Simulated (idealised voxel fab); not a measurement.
Process module under the name voxel gate over fins
Square cells of 5 nm make up the cross-section cut, whose width is 230 nm.
Throughout this document, each cross-section is represented as a grid of square cells and is presented as a sequence of bands enumerated from the top downward, where a band comprises one or more rows of cells.
It is stipulated that each band's entry specify, in nanometres, the height of the top of the band and then that of its bottom, followed by the materials of the band in left-to-right sequence, each together with its width in nanometres. A single material marked by the word "full width" is understood to fill the band from edge to edge; the word "blank" is understood to denote empty space.
Counting heights begins at 0, where everything beneath is, in the wafer as received, one material. The lowest band has no bottom; it goes on downwards, as "0 nm and below" shows.
A width given as "30->40" starts at the first number in the band's top row and ends at the second number in its bottom row, shifting by an equal amount at every step from row to row.
For the purposes of this document, the phrase "remained unchanged" attached to a step denotes that no cell within the cross-section was modified by that step.
The entry "Closed void listing" lists the empty spaces that cover at least 8 cells and have no open path to the top. Each is written as width x height at distance, where the distance is measured from the left edge and all three values are in nm.
Where a step's line continues beyond its settings, the continuation is a remark by the simulator itself on that step.
overlay nm: on a step with a mask, how far right of its planned place the mask lay; negative means left.

# This section lists the process steps that were planned
1: op RECEIVE | material Si
2: op CONFORMAL_DEP | material SiN | thk nm 10
3: op PATTERN | tone cover | mask id FINS | material resist | width nm 15 | pitch nm 35 | thk nm 15 | overlay nm 0
4: op DIRECTIONAL_ETCH | etch materials SiN | depth nm 10
5: op DIRECTIONAL_ETCH | etch materials Si | depth nm 30
6: op STRIP | etch materials resist
7: op OXIDIZE | depth nm 5
8: op FILL_DEP | material SiO2 | thk nm 15
9: op CMP | height nm 10
10: op SELECTIVE_ETCH | etch materials SiO2 | depth nm 20
11: op STRIP | etch materials SiN
12: op CONFORMAL_DEP | material HfO2 | thk nm 5
13: op CONFORMAL_DEP | material TiN | thk nm 5
14: op CONFORMAL_DEP | material TiAl | thk nm 5
15: op CONFORMAL_DEP | material TiN | thk nm 5
16: op FILL_DEP | material W | thk nm 10
17: op CMP | height nm 25
18: op CONFORMAL_DEP | material SiCN | thk nm 10

# Cross-section: wafer on arrival = after step 1
* 0 nm and below | Si full width
* Closed void listing: none

# End-of-module cross-section. Starting structure and process plan as above; one mistake made in running it
* 35 nm to 25 nm | SiCN full width
* 25 nm to 20 nm | W full width
* 20 nm to 10 nm | W 55 nm / TiN 115 nm / W 60 nm
* 10 nm to 5 nm | TiN 65 nm / TiAl 25 nm / TiN 10 nm / TiAl 25 nm / TiN 10 nm / TiAl 25 nm / TiN 70 nm
* 5 nm to 0 nm | TiN 65 nm / TiAl 5 nm / HfO2 15 nm / TiAl 5 nm / TiN 10 nm / TiAl 5 nm / HfO2 15 nm / TiAl 5 nm / TiN 10 nm / TiAl 5 nm / HfO2 15 nm / TiAl 5 nm / TiN 70 nm
* 0 nm to -5 nm | TiAl 70 nm / HfO2 5 nm / Si 5 nm / HfO2 5 nm / TiAl 20 nm / HfO2 5 nm / Si 5 nm / HfO2 5 nm / TiAl 20 nm / HfO2 5 nm / Si 5 nm / HfO2 5 nm / TiAl 75 nm
* -5 nm to -10 nm | HfO2 75 nm / Si 5 nm / HfO2 30 nm / Si 5 nm / HfO2 30 nm / Si 5 nm / HfO2 80 nm
* -10 nm to -35 nm | SiO2 75 nm / Si 5 nm / SiO2 30 nm / Si 5 nm / SiO2 30 nm / Si 5 nm / SiO2 80 nm
* -35 nm and below | Si full width
* Closed void listing: none
It is concluded that the wafer was processed incorrectly with respect to the plan, in that swap of plan steps 13 and 14 during execution
